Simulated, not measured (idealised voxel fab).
This is a process module. Its name is voxel fin reveal.
The width of the displayed cross-section, cut, is 220 nm; its cells are square, with a size of 5 nm.
A cross-section is a grid of square cells, given in bands from the top down. A band is one or more rows of cells. The entry gives the band's vertical extent as a top height and a bottom height in nm, then its horizontal make-up as materials from left to right, each with a width in nm. "empty" stands for empty space; a single material marked "everywhere" fills the band edge to edge. Height reference: 0 = level under which incoming wafer is all one material. Lowest band: no bottom, runs on downward, e.g. "0 down". Note: "30->40" means the width goes from the first number (top row of the band) to the second number (bottom row) in equal steps per row of cells. A step reported as "no alteration" is a step in which no cell of the cross-section changed. So "Enclosed void list" is basically the list of trapped voids: any empty space of 8 cells or more that can't reach the top through an opening. They're written width x height at distance, the distance being from the left edge, and it's all nm. That trailing text on a step's line, after the settings, is the simulator's own remark on the step. overlay nm: mask right of planned place by this much (step with mask). Neg. = left.

**Planned step list for the process**
1) RECEIVE: material Si
2) CONFORMAL_DEP: material SiN, thk nm 10
3) MASKED_ETCH: tone cover, mask id FINS, width nm 15, pitch nm 35, etch materials SiN, depth nm 10, overlay nm 0
4) MASKED_ETCH: tone cover, mask id FINS, width nm 15, pitch nm 35, etch materials Si, depth nm 40, overlay nm 0
5) OXIDIZE: depth nm 5
6) FILL_DEP: material SiO2, thk nm 15
7) CMP: height nm 10
8) SELECTIVE_ETCH: etch materials SiO2, depth nm 30
9) STRIP: etch materials SiN

**Cross-section: wafer on arrival = after step 1**
    0 down  Si everywhere
    Enclosed void list: none

**Cross-sectional result after module completion. Note: starting condition and plan are unchanged from above; one processing mistake was made**
    0 to -5  Si: 60, then empty: 25, then Si: 10, then empty: 25, then Si: 10, then empty: 25, then Si: 65
    -5 down  Si everywhere
    Enclosed void list: none
So what did we get wrong on this run? step 3 went in with a setting other than planned; the actual run was MASKED_ETCH: tone open, mask id FINS, width nm 15, pitch nm 35, etch materials SiN, depth nm 10, overlay nm 0
